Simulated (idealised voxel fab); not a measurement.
Process module, titled voxel fin reveal
We display cut, a cross-section 280 nm in width whose square cells are each 5 nm.
Throughout this document, each cross-section is represented as a grid of square cells and is presented as a sequence of bands enumerated from the top downward, where a band comprises one or more rows of cells.
Band: top height; bottom height; in nm. Then, left to right: material with width in nm, for each material. "all across": a single material spanning edge to edge. "blank": empty space.
It should be noted that heights are counted from 0, beneath which the wafer as supplied is of one material throughout, and that the lowest band possesses no lower boundary but continues downward, as written in "0 and below".
When a width is written as two numbers, as in "30->40", the first number is the width in the top row of cells of the band and the second is the width in its bottom row, and the width changes by the same amount from each row to the next.
The designation "no modification", where it is given for a processing step, indicates that no cell of the cross-section was altered in the course of that step.
Listed in "Unvented cavities": every empty space of 8 or more cells without an open way to the top. Form: width x height at distance, the distance being from the left edge, all in nm.
Anything after a step's settings on that line? It's the simulator's own note about the step.
overlay nm: step with mask; distance mask lay right of planned place; negative value = left of planned place.

### So here's the lineup of process steps we planned
1) RECEIVE,material Si
2) CONFORMAL_DEP,material SiN,thk nm 5
3) MASKED_ETCH,tone cover,mask id FINS,width nm 15,pitch nm 40,etch materials SiN,depth nm 5,overlay nm -15
4) MASKED_ETCH,tone cover,mask id FINS,width nm 15,pitch nm 40,etch materials Si,depth nm 35,overlay nm 0
5) OXIDIZE,depth nm 5
6) FILL_DEP,material SiO2,thk nm 15
7) CMP,height nm 5
8) SELECTIVE_ETCH,etch materials SiO2,depth nm 30
9) STRIP,etch materials SiN
The plan's step 3 overlay nm is the first wafer's value; the wafers differ in this setting and start identical.

### First of several wafers (as received, post step 1), cross-sectional view
0 and below | Si all across
Unvented cavities: none

### Basically each wafer gets a line in the table, showing it at the end of the module: material by material, the cells it gained (+) or lost (-) since we got it, then its closed voids
overlay nm -15, -361 Si, +132 SiO2, Unvented cavities: none
overlay nm -10, -382 Si, +141 SiO2, Unvented cavities: none
overlay nm -5, -403 Si, +150 SiO2, Unvented cavities: none
overlay nm 0, -424 Si, +159 SiO2, Unvented cavities: none
overlay nm 5, -403 Si, +150 SiO2, Unvented cavities: none
overlay nm 10, -382 Si, +141 SiO2, Unvented cavities: none
overlay nm 15, -361 Si, +132 SiO2, Unvented cavities: none
